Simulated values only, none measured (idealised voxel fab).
process module | voxel spacer lines
cross-section cut | 220 nm wide | cells 5 nm
A cross-section is a grid of square cells, given in bands from the top down. A band is one or more rows of cells.
Each band's line starts with the height of the band's top and of its bottom, in nm. Then come its materials from left to right, each with its width in nm. One material with "throughout" fills the band from edge to edge. "air" is empty space.
Height 0 is the level under which the wafer as received is all one material. The lowest band goes on downwards, as in "0 down".
A width such as "30 to 40" changes by the same amount from each row of cells to the next, from the band's top row to its bottom row.
"no change" after a step means that no cell of the cross-section changed.
closed voids: empty space of 8 cells or more with no open way to the top, each as width x height at its distance from the left edge, in nm
after a step's settings: what the simulator itself notes on the step
overlay nm, on a step with a mask: how far to the right of its planned place the mask lay; to the left if negative
plan
1 op RECEIVE | material Si
2 op CONFORMAL_DEP | material Al2O3 | thk nm 5
3 op DIRECTIONAL_DEP | material TiN | thk nm 20
4 op DIRECTIONAL_DEP | material polySi | thk nm 20
5 op PATTERN | tone cover | mask id MANDREL | material resist | width nm 15 | pitch nm 60 | thk nm 25 | overlay nm 0
6 op DIRECTIONAL_ETCH | etch materials polySi | depth nm 20
7 op STRIP | etch materials resist
8 op CONFORMAL_DEP | material SiN | thk nm 15
9 op DIRECTIONAL_ETCH | etch materials SiN | depth nm 15
10 op STRIP | etch materials polySi
11 op DIRECTIONAL_ETCH | etch materials TiN | depth nm 20
12 op STRIP | etch materials SiN
first wafer, as planned
as received, after step 1
  0 down: Si throughout
  closed voids: none
after step 2
  5 to 0: Al2O3 throughout
  below 0: unchanged
after step 3
  25 to 5: TiN throughout
  below 5: unchanged
after step 4
  45 to 25: polySi throughout
  below 25: unchanged
after step 5
  70 to 45: air 70 | resist 15 | air 45 | resist 15 | air 75
  below 45: unchanged
after step 6
  70 to 45: air 70 | resist 15 | air 45 | resist 15 | air 75
  45 to 25: air 70 | polySi 15 | air 45 | polySi 15 | air 75
  below 25: unchanged
after step 7
  45 to 25: air 70 | polySi 15 | air 45 | polySi 15 | air 75
  below 25: unchanged
after step 8
  60 to 45: air 55 | SiN 45 | air 15 | SiN 45 | air 60
  45 to 40: air 55 | SiN 15 | polySi 15 | SiN 15 | air 15 | SiN 15 | polySi 15 | SiN 15 | air 60
  40 to 25: SiN 70 | polySi 15 | SiN 45 | polySi 15 | SiN 75
  below 25: unchanged
after step 9
  45 to 25: air 55 | SiN 15 | polySi 15 | SiN 15 | air 15 | SiN 15 | polySi 15 | SiN 15 | air 60
  below 25: unchanged
after step 10
  45 to 25: air 55 | SiN 15 | air 15 | SiN 15 | air 15 | SiN 15 | air 15 | SiN 15 | air 60
  below 25: unchanged
after step 11
  45 to 25: air 55 | SiN 15 | air 15 | SiN 15 | air 15 | SiN 15 | air 15 | SiN 15 | air 60
  25 to 5: air 55 | TiN 15 | air 15 | TiN 15 | air 15 | TiN 15 | air 15 | TiN 15 | air 60
  below 5: unchanged
after step 12
  25 to 5: air 55 | TiN 15 | air 15 | TiN 15 | air 15 | TiN 15 | air 15 | TiN 15 | air 60
  below 5: unchanged
second wafer: like start, like plan, one mistake. Through step 4 it matches the first wafer
when step 5 should have ended
  70 to 45: air 65 | resist 25 | air 35 | resist 25 | air 70
  below 45: unchanged
when step 6 should have ended
  70 to 45: air 65 | resist 25 | air 35 | resist 25 | air 70
  45 to 25: air 65 | polySi 25 | air 35 | polySi 25 | air 70
  below 25: unchanged
when step 7 should have ended
  45 to 25: air 65 | polySi 25 | air 35 | polySi 25 | air 70
  below 25: unchanged
when step 8 should have ended
  60 to 45: air 50 | SiN 55 | air 5 | SiN 55 | air 55
  45 to 40: air 50 | SiN 15 | polySi 25 | SiN 15 | air 5 | SiN 15 | polySi 25 | SiN 15 | air 55
  40 to 25: SiN 65 | polySi 25 | SiN 35 | polySi 25 | SiN 70
  below 25: unchanged
when step 9 should have ended
  45 to 25: air 50 | SiN 15 | polySi 25 | SiN 15 | air 5 | SiN 15 | polySi 25 | SiN 15 | air 55
  below 25: unchanged
when step 10 should have ended
  45 to 25: air 50 | SiN 15 | air 25 | SiN 15 | air 5 | SiN 15 | air 25 | SiN 15 | air 55
  below 25: unchanged
when step 11 should have ended
  45 to 25: air 50 | SiN 15 | air 25 | SiN 15 | air 5 | SiN 15 | air 25 | SiN 15 | air 55
  25 to 5: air 50 | TiN 15 | air 25 | TiN 15 | air 5 | TiN 15 | air 25 | TiN 15 | air 55
  below 5: unchanged
when step 12 should have ended
  25 to 5: air 50 | TiN 15 | air 25 | TiN 15 | air 5 | TiN 15 | air 25 | TiN 15 | air 55
  below 5: unchanged
what went wrong: step 5 ran as: op PATTERN | tone cover | mask id MANDREL | material resist | width nm 25 | pitch nm 60 | thk nm 25 | overlay nm 0
at the end the second wafer has, in cells: as many of each material as the first, in other places
